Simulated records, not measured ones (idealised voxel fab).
Module name: voxel capacitor over wiring (process module)
Square cells of 5 nm make up the cross-section cut, whose width is 160 nm.
Format of a cross-section: grid, square cells. Given as bands. Order: top down. Band: one or more rows of cells.
Heads up on the band format: heights come first, top then bottom, in nm. After that it's the materials left to right, each with its width in nm. A single material flagged "full width" fills the whole band edge to edge, and "blank" means there's empty space there.
The level at which height equals 0 is the one under which the wafer, as it arrives, is entirely one material. No lower edge exists for the bottom band, which continues downward and is notated as in "0..down".
So if you see something like "30 to 40" for the width, read it as the top row of the band sitting at the first number and the bottom row at the second, with every row in between moving by the same amount as the last.
"nothing altered" -> step changed no cross-section cell.
If an empty space has no open way to the top and is at least 8 cells in size, "Closed void entries" lists it, written width x height at distance, where distance is measured from the left edge and every value is in nm.
On a step's line, text after the settings is the simulator commenting on that step.
The "overlay nm" setting may appear on a step's line; for a step that uses a mask, it gives how far to the right of its planned position the mask lay, and a negative value indicates the left.
Pairs follow: section before one process step, section after it down to the lowest changed band, step with settings underneath. Pairs may come from different runs of this module on the same starting wafer; continuity with the pair above only as stated in the "Pre-step section" entry.

-- Pre-step section
    75..65 | TiN full width
    65..60 | HfO2 full width
    60..50 | TiN full width
    50..40 | SiO2 (40), TiN (5), Ru (5), TiN (5), SiO2 (105)
    40..35 | SiCN (40), TiN (15), SiCN (105)
    35..15 | lowk (30), Ru (25), lowk (50), Ru (25), lowk (30)
    15..10 | lowk (30), TiN (25), lowk (50), TiN (25), lowk (30)
    10..0 | SiO2 full width
    0..down | Si full width
    Closed void entries: none

-- As Processed
    75..65 | blank (40), TiN (60), blank (60)
    Whatever lies below 65 is exactly as it was before.
    Closed void entries: none
Link between the two cross-sections above: MASKED_ETCH,tone cover,mask id UPPER_PLATE,width nm 60,etch materials TiN,depth nm 10,overlay nm 0

Pre-step section: it's just the after picture from the pair right above this one.

-- As Processed
    75..65 | blank (40), TiN (60), blank (60)
    65..60 | blank (40), HfO2 (60), blank (60)
    Whatever lies below 60 is exactly as it was before.
    Closed void entries: none
Link between the two cross-sections above: MASKED_ETCH,tone cover,mask id UPPER_PLATE,width nm 55,etch materials HfO2,depth nm 5,overlay nm 0

Pre-step section: it's just the after picture from the pair right above this one.

-- As Processed
    95..75 | blank (35), resist (65), blank (60)
    75..65 | blank (35), resist (5), TiN (60), blank (60)
    65..60 | blank (35), resist (5), HfO2 (60), blank (60)
    Whatever lies below 60 is exactly as it was before.
    Closed void entries: none
Link between the two cross-sections above: PATTERN,tone cover,mask id LOWER_PLATE,material resist,width nm 65,thk nm 20,overlay nm 0

Pre-step section: it's just the after picture from the pair right above this one.

-- As Processed
    95..75 | blank (35), resist (65), blank (60)
    75..65 | blank (35), resist (5), TiN (60), blank (60)
    65..60 | blank (35), resist (5), HfO2 (60), blank (60)
    60..50 | blank (35), TiN (65), blank (60)
    Whatever lies below 50 is exactly as it was before.
    Closed void entries: none
Link between the two cross-sections above: DIRECTIONAL_ETCH,etch materials TiN,depth nm 10

Pre-step section: it's just the after picture from the pair right above this one.

-- As Processed
    75..65 | blank (40), TiN (60), blank (60)
    65..60 | blank (40), HfO2 (60), blank (60)
    Whatever lies below 60 is exactly as it was before.
    Closed void entries: none
Link between the two cross-sections above: STRIP,etch materials resist

Pre-step section: it's just the after picture from the pair right above this one.

-- As Processed
    95..75 | SiO2 full width
    75..65 | SiO2 (40), TiN (60), SiO2 (60)
    65..60 | SiO2 (40), HfO2 (60), SiO2 (60)
    60..50 | SiO2 (35), TiN (65), SiO2 (60)
    Whatever lies below 50 is exactly as it was before.
    Closed void entries: none
Link between the two cross-sections above: FILL_DEP,material SiO2,thk nm 20

Pre-step section: it's just the after picture from the pair right above this one.

-- As Processed
    90..75 | SiO2 full width
    Whatever lies below 75 is exactly as it was before.
    Closed void entries: none
Link between the two cross-sections above: CMP,height nm 90

Pre-step section: it's just the after picture from the pair right above this one.

-- As Processed
    110..90 | resist (50), blank (15), resist (95)
    Whatever lies below 90 is exactly as it was before.
    Closed void entries: none
Link between the two cross-sections above: PATTERN,tone open,mask id PLUG_2,material resist,width nm 15,thk nm 20,overlay nm 0

Pre-step section: it's just the after picture from the pair right above this one.

-- As Processed
    110..90 | resist (50), blank (15), resist (95)
    90..75 | SiO2 (50), blank (15), SiO2 (95)
    Whatever lies below 75 is exactly as it was before.
    Closed void entries: none
Link between the two cross-sections above: DIRECTIONAL_ETCH,etch materials SiO2,depth nm 15

Pre-step section: it's just the after picture from the pair right above this one.

-- As Processed
    90..75 | SiO2 (50), blank (15), SiO2 (95)
    Whatever lies below 75 is exactly as it was before.
    Closed void entries: none
Link between the two cross-sections above: STRIP,etch materials resist

Pre-step section: it's just the after picture from the pair right above this one.

-- As Processed
    95..90 | TiN (55), blank (5), TiN (100)
    90..80 | SiO2 (50), TiN (5), blank (5), TiN (5), SiO2 (95)
    80..75 | SiO2 (50), TiN (15), SiO2 (95)
    Whatever lies below 75 is exactly as it was before.
    Closed void entries: none
Link between the two cross-sections above: CONFORMAL_DEP,material TiN,thk nm 5

Pre-step section: it's just the after picture from the pair right above this one.

-- As Processed
    100..95 | W full width
    95..90 | TiN (55), W (5), TiN (100)
    90..80 | SiO2 (50), TiN (5), W (5), TiN (5), SiO2 (95)
    Whatever lies below 80 is exactly as it was before.
    Closed void entries: none
Link between the two cross-sections above: FILL_DEP,material W,thk nm 5

Pre-step section: it's just the after picture from the pair right above this one.

-- As Processed
    90..80 | SiO2 (50), TiN (5), W (5), TiN (5), SiO2 (95)
    Whatever lies below 80 is exactly as it was before.
    Closed void entries: none
Link between the two cross-sections above: CMP,height nm 90

Pre-step section: it's just the after picture from the pair right above this one.

-- As Processed
    95..90 | SiN full width
    Whatever lies below 90 is exactly as it was before.
    Closed void entries: none
Link between the two cross-sections above: CONFORMAL_DEP,material SiN,thk nm 5

-- Pre-step section
    90..75 | SiO2 full width
    75..65 | SiO2 (40), TiN (55), SiO2 (65)
    65..60 | SiO2 (40), HfO2 (55), SiO2 (65)
    60..50 | SiO2 (35), TiN (65), SiO2 (60)
    50..40 | SiO2 (40), TiN (5), Ru (5), TiN (5), SiO2 (105)
    40..35 | SiCN (40), TiN (15), SiCN (105)
    35..15 | lowk (30), Ru (25), lowk (50), Ru (25), lowk (30)
    15..10 | lowk (30), TiN (25), lowk (50), TiN (25), lowk (30)
    10..0 | SiO2 full width
    0..down | Si full width
    Closed void entries: none

-- As Processed
    110..90 | resist (45), blank (15), resist (100)
    Whatever lies below 90 is exactly as it was before.
    Closed void entries: none
Link between the two cross-sections above: PATTERN,tone open,mask id PLUG_2,material resist,width nm 15,thk nm 20,overlay nm -5

Pre-step section: it's just the after picture from the pair right above this one.

-- As Processed
    110..90 | resist (45), blank (15), resist (100)
    90..75 | SiO2 (45), blank (15), SiO2 (100)
    Whatever lies below 75 is exactly as it was before.
    Closed void entries: none
Link between the two cross-sections above: DIRECTIONAL_ETCH,etch materials SiO2,depth nm 15

Pre-step section: it's just the after picture from the pair right above this one.

-- As Processed
    90..75 | SiO2 (45), blank (15), SiO2 (100)
    Whatever lies below 75 is exactly as it was before.
    Closed void entries: none
Link between the two cross-sections above: STRIP,etch materials resist

Pre-step section: it's just the after picture from the pair right above this one.

-- As Processed
    95..90 | TiN (50), blank (5), TiN (105)
    90..80 | SiO2 (45), TiN (5), blank (5), TiN (5), SiO2 (100)
    80..75 | SiO2 (45), TiN (15), SiO2 (100)
    Whatever lies below 75 is exactly as it was before.
    Closed void entries: none
Link between the two cross-sections above: CONFORMAL_DEP,material TiN,thk nm 5

Pre-step section: it's just the after picture from the pair right above this one.

-- As Processed
    100..95 | W full width
    95..90 | TiN (50), W (5), TiN (105)
    90..80 | SiO2 (45), TiN (5), W (5), TiN (5), SiO2 (100)
    Whatever lies below 80 is exactly as it was before.
    Closed void entries: none
Link between the two cross-sections above: FILL_DEP,material W,thk nm 5

Pre-step section: it's just the after picture from the pair right above this one.

-- As Processed
    90..80 | SiO2 (45), TiN (5), W (5), TiN (5), SiO2 (100)
    Whatever lies below 80 is exactly as it was before.
    Closed void entries: none
Link between the two cross-sections above: CMP,height nm 90

Pre-step section: it's just the after picture from the pair right above this one.

-- As Processed
    95..90 | SiN full width
    Whatever lies below 90 is exactly as it was before.
    Closed void entries: none
Link between the two cross-sections above: CONFORMAL_DEP,material SiN,thk nm 5

-- Pre-step section
    35..15 | blank (30), Ru (25), blank (50), Ru (25), blank (30)
    15..10 | blank (30), TiN (25), blank (50), TiN (25), blank (30)
    10..0 | SiO2 full width
    0..down | Si full width
    Closed void entries: none

-- As Processed
    40..35 | aC full width
    35..15 | aC (30), Ru (25), aC (50), Ru (25), aC (30)
    15..10 | aC (30), TiN (25), aC (50), TiN (25), aC (30)
    Whatever lies below 10 is exactly as it was before.
    Closed void entries: none
Link between the two cross-sections above: FILL_DEP,material aC,thk nm 5

Pre-step section: it's just the after picture from the pair right above this one.

-- As Processed
    35..15 | aC (30), Ru (25), aC (50), Ru (25), aC (30)
    Whatever lies below 15 is exactly as it was before.
    Closed void entries: none
Link between the two cross-sections above: CMP,height nm 35

Pre-step section: it's just the after picture from the pair right above this one.

-- As Processed
    40..35 | SiCN full width
    Whatever lies below 35 is exactly as it was before.
    Closed void entries: none
Link between the two cross-sections above: CONFORMAL_DEP,material SiCN,thk nm 5

Pre-step section: it's just the after picture from the pair right above this one.

-- As Processed
    50..40 | SiO2 full width
    Whatever lies below 40 is exactly as it was before.
    Closed void entries: none
Link between the two cross-sections above: DIRECTIONAL_DEP,material SiO2,thk nm 10

Pre-step section: it's just the after picture from the pair right above this one.

-- As Processed
    60..50 | aC full width
    Whatever lies below 50 is exactly as it was before.
    Closed void entries: none
Link between the two cross-sections above: DIRECTIONAL_DEP,material aC,thk nm 10

Pre-step section: it's just the after picture from the pair right above this one.

-- As Processed
    90..60 | resist (40), blank (15), resist (105)
    Whatever lies below 60 is exactly as it was before.
    Closed void entries: none
Link between the two cross-sections above: PATTERN,tone open,mask id PLUG_1,material resist,width nm 15,thk nm 30,overlay nm 0

Pre-step section: it's just the after picture from the pair right above this one.

-- As Processed
    80..60 | resist (40), blank (15), resist (105)
    60..50 | aC (40), blank (15), aC (105)
    Whatever lies below 50 is exactly as it was before.
    Closed void entries: none
Link between the two cross-sections above: DIRECTIONAL_ETCH,etch materials aC,depth nm 10

Pre-step section: it's just the after picture from the pair right above this one.

-- As Processed
    60..50 | aC (40), blank (15), aC (105)
    Whatever lies below 50 is exactly as it was before.
    Closed void entries: none
Link between the two cross-sections above: STRIP,etch materials resist

Pre-step section: it's just the after picture from the pair right above this one.

-- As Processed
    60..50 | aC (40), blank (15), aC (105)
    50..40 | SiO2 (40), blank (15), SiO2 (105)
    Whatever lies below 40 is exactly as it was before.
    Closed void entries: none
Link between the two cross-sections above: DIRECTIONAL_ETCH,etch materials SiO2,depth nm 10

Pre-step section: it's just the after picture from the pair right above this one.

-- As Processed
    60..50 | aC (40), blank (15), aC (105)
    50..40 | SiO2 (40), blank (15), SiO2 (105)
    40..35 | SiCN (40), blank (15), SiCN (105)
    Whatever lies below 35 is exactly as it was before.
    Closed void entries: none
Link between the two cross-sections above: DIRECTIONAL_ETCH,etch materials SiCN,depth nm 5

Pre-step section: it's just the after picture from the pair right above this one.

-- As Processed
    50..40 | SiO2 (40), blank (15), SiO2 (105)
    Whatever lies below 40 is exactly as it was before.
    Closed void entries: none
Link between the two cross-sections above: STRIP,etch materials aC

Pre-step section: it's just the after picture from the pair right above this one.

-- As Processed
    55..50 | TiN (45), blank (5), TiN (110)
    50..40 | SiO2 (40), TiN (5), blank (5), TiN (5), SiO2 (105)
    40..35 | SiCN (40), TiN (15), SiCN (105)
    Whatever lies below 35 is exactly as it was before.
    Closed void entries: none
Link between the two cross-sections above: CONFORMAL_DEP,material TiN,thk nm 5

Pre-step section: it's just the after picture from the pair right above this one.

-- As Processed
    60..55 | Ru full width
    55..50 | TiN (45), Ru (5), TiN (110)
    50..40 | SiO2 (40), TiN (5), Ru (5), TiN (5), SiO2 (105)
    Whatever lies below 40 is exactly as it was before.
    Closed void entries: none
Link between the two cross-sections above: FILL_DEP,material Ru,thk nm 5

Pre-step section: it's just the after picture from the pair right above this one.

-- As Processed
    50..40 | SiO2 (40), TiN (5), Ru (5), TiN (5), SiO2 (105)
    Whatever lies below 40 is exactly as it was before.
    Closed void entries: none
Link between the two cross-sections above: CMP,height nm 50

Pre-step section: it's just the after picture from the pair right above this one.

-- As Processed
    60..50 | TiN full width
    Whatever lies below 50 is exactly as it was before.
    Closed void entries: none
Link between the two cross-sections above: DIRECTIONAL_DEP,material TiN,thk nm 10

Pre-step section: it's just the after picture from the pair right above this one.

-- As Processed
    65..60 | HfO2 full width
    Whatever lies below 60 is exactly as it was before.
    Closed void entries: none
Link between the two cross-sections above: DIRECTIONAL_DEP,material HfO2,thk nm 5

Pre-step section: it's just the after picture from the pair right above this one.

-- As Processed
    75..65 | TiN full width
    Whatever lies below 65 is exactly as it was before.
    Closed void entries: none
Link between the two cross-sections above: DIRECTIONAL_DEP,material TiN,thk nm 10

Pre-step section: it's just the after picture from the pair right above this one.

-- As Processed
    75..65 | blank (40), TiN (55), blank (65)
    Whatever lies below 65 is exactly as it was before.
    Closed void entries: none
Link between the two cross-sections above: MASKED_ETCH,tone cover,mask id UPPER_PLATE,width nm 55,etch materials TiN,depth nm 10,overlay nm 0

Pre-step section: it's just the after picture from the pair right above this one.

-- As Processed
    75..65 | blank (40), TiN (55), blank (65)
    65..60 | blank (40), HfO2 (55), blank (65)
    Whatever lies below 60 is exactly as it was before.
    Closed void entries: none
Link between the two cross-sections above: MASKED_ETCH,tone cover,mask id UPPER_PLATE,width nm 55,etch materials HfO2,depth nm 5,overlay nm 0

Pre-step section: it's just the after picture from the pair right above this one.

-- As Processed
    95..75 | blank (35), resist (65), blank (60)
    75..65 | blank (35), resist (5), TiN (55), resist (5), blank (60)
    65..60 | blank (35), resist (5), HfO2 (55), resist (5), blank (60)
    Whatever lies below 60 is exactly as it was before.
    Closed void entries: none
Link between the two cross-sections above: PATTERN,tone cover,mask id LOWER_PLATE,material resist,width nm 65,thk nm 20,overlay nm 0

Pre-step section: it's just the after picture from the pair right above this one.

-- As Processed
    95..75 | blank (35), resist (65), blank (60)
    75..65 | blank (35), resist (5), TiN (55), resist (5), blank (60)
    65..60 | blank (35), resist (5), HfO2 (55), resist (5), blank (60)
    60..50 | blank (35), TiN (65), blank (60)
    Whatever lies below 50 is exactly as it was before.
    Closed void entries: none
Link between the two cross-sections above: DIRECTIONAL_ETCH,etch materials TiN,depth nm 10

Pre-step section: it's just the after picture from the pair right above this one.

-- As Processed
    75..65 | blank (40), TiN (55), blank (65)
    65..60 | blank (40), HfO2 (55), blank (65)
    Whatever lies below 60 is exactly as it was before.
    Closed void entries: none
Link between the two cross-sections above: STRIP,etch materials resist

Pre-step section: it's just the after picture from the pair right above this one.

-- As Processed
    95..75 | SiO2 full width
    75..65 | SiO2 (40), TiN (55), SiO2 (65)
    65..60 | SiO2 (40), HfO2 (55), SiO2 (65)
    60..50 | SiO2 (35), TiN (65), SiO2 (60)
    Whatever lies below 50 is exactly as it was before.
    Closed void entries: none
Link between the two cross-sections above: FILL_DEP,material SiO2,thk nm 20

Pre-step section: it's just the after picture from the pair right above this one.

-- As Processed
    90..75 | SiO2 full width
    Whatever lies below 75 is exactly as it was before.
    Closed void entries: none
Link between the two cross-sections above: CMP,height nm 90

Pre-step section: it's just the after picture from the pair right above this one.

-- As Processed
    110..90 | resist (50), blank (15), resist (95)
    Whatever lies below 90 is exactly as it was before.
    Closed void entries: none
Link between the two cross-sections above: PATTERN,tone open,mask id PLUG_2,material resist,width nm 15,thk nm 20,overlay nm 0

Pre-step section: it's just the after picture from the pair right above this one.

-- As Processed
    110..90 | resist (50), blank (15), resist (95)
    90..75 | SiO2 (50), blank (15), SiO2 (95)
    Whatever lies below 75 is exactly as it was before.
    Closed void entries: none
Link between the two cross-sections above: DIRECTIONAL_ETCH,etch materials SiO2,depth nm 15

Pre-step section: it's just the after picture from the pair right above this one.

-- As Processed
    90..75 | SiO2 (50), blank (15), SiO2 (95)
    Whatever lies below 75 is exactly as it was before.
    Closed void entries: none
Link between the two cross-sections above: STRIP,etch materials resist

Pre-step section: it's just the after picture from the pair right above this one.

-- As Processed
    95..90 | TiN (55), blank (5), TiN (100)
    90..80 | SiO2 (50), TiN (5), blank (5), TiN (5), SiO2 (95)
    80..75 | SiO2 (50), TiN (15), SiO2 (95)
    Whatever lies below 75 is exactly as it was before.
    Closed void entries: none
Link between the two cross-sections above: CONFORMAL_DEP,material TiN,thk nm 5

Pre-step section: it's just the after picture from the pair right above this one.

-- As Processed
    100..95 | W full width
    95..90 | TiN (55), W (5), TiN (100)
    90..80 | SiO2 (50), TiN (5), W (5), TiN (5), SiO2 (95)
    Whatever lies below 80 is exactly as it was before.
    Closed void entries: none
Link between the two cross-sections above: FILL_DEP,material W,thk nm 5

Pre-step section: it's just the after picture from the pair right above this one.

-- As Processed
    90..80 | SiO2 (50), TiN (5), W (5), TiN (5), SiO2 (95)
    Whatever lies below 80 is exactly as it was before.
    Closed void entries: none
Link between the two cross-sections above: CMP,height nm 90

Pre-step section: it's just the after picture from the pair right above this one.

-- As Processed
    95..90 | SiN full width
    Whatever lies below 90 is exactly as it was before.
    Closed void entries: none
Link between the two cross-sections above: CONFORMAL_DEP,material SiN,thk nm 5

-- Pre-step section
    90..75 | SiO2 full width
    75..65 | SiO2 (40), TiN (55), SiO2 (65)
    65..60 | SiO2 (40), HfO2 (55), SiO2 (65)
    60..50 | SiO2 (35), TiN (65), SiO2 (60)
    50..40 | SiO2 (40), TiN (5), Ru (5), TiN (5), SiO2 (105)
    40..35 | SiCN (40), TiN (15), SiCN (105)
    35..15 | lowk (30), Ru (25), lowk (50), Ru (25), lowk (30)
    15..10 | lowk (30), TiN (25), lowk (50), TiN (25), lowk (30)
    10..0 | SiO2 full width
    0..down | Si full width
    Closed void entries: none

-- As Processed
    110..90 | blank (50), resist (15), blank (95)
    Whatever lies below 90 is exactly as it was before.
    Closed void entries: none
Link between the two cross-sections above: PATTERN,tone cover,mask id PLUG_2,material resist,width nm 15,thk nm 20,overlay nm 0

Pre-step section: it's just the after picture from the pair right above this one.

-- As Processed
    110..90 | blank (50), resist (15), blank (95)
    90..75 | blank (50), SiO2 (15), blank (95)
    Whatever lies below 75 is exactly as it was before.
    Closed void entries: none
Link between the two cross-sections above: DIRECTIONAL_ETCH,etch materials SiO2,depth nm 15

Pre-step section: it's just the after picture from the pair right above this one.

-- As Processed
    90..75 | blank (50), SiO2 (15), blank (95)
    Whatever lies below 75 is exactly as it was before.
    Closed void entries: none
Link between the two cross-sections above: STRIP,etch materials resist

Pre-step section: it's just the after picture from the pair right above this one.

-- As Processed
    95..90 | blank (45), TiN (25), blank (90)
    90..80 | blank (45), TiN (5), SiO2 (15), TiN (5), blank (90)
    80..75 | TiN (50), SiO2 (15), TiN (95)
    Whatever lies below 75 is exactly as it was before.
    Closed void entries: none
Link between the two cross-sections above: CONFORMAL_DEP,material TiN,thk nm 5

Pre-step section: it's just the after picture from the pair right above this one.

-- As Processed
    100..95 | W full width
    95..90 | W (45), TiN (25), W (90)
    90..80 | W (45), TiN (5), SiO2 (15), TiN (5), W (90)
    Whatever lies below 80 is exactly as it was before.
    Closed void entries: none
Link between the two cross-sections above: FILL_DEP,material W,thk nm 5

Pre-step section: it's just the after picture from the pair right above this one.

-- As Processed
    90..80 | W (45), TiN (5), SiO2 (15), TiN (5), W (90)
    Whatever lies below 80 is exactly as it was before.
    Closed void entries: none
Link between the two cross-sections above: CMP,height nm 90

Pre-step section: it's just the after picture from the pair right above this one.

-- As Processed
    95..90 | SiN full width
    Whatever lies below 90 is exactly as it was before.
    Closed void entries: none
Link between the two cross-sections above: CONFORMAL_DEP,material SiN,thk nm 5
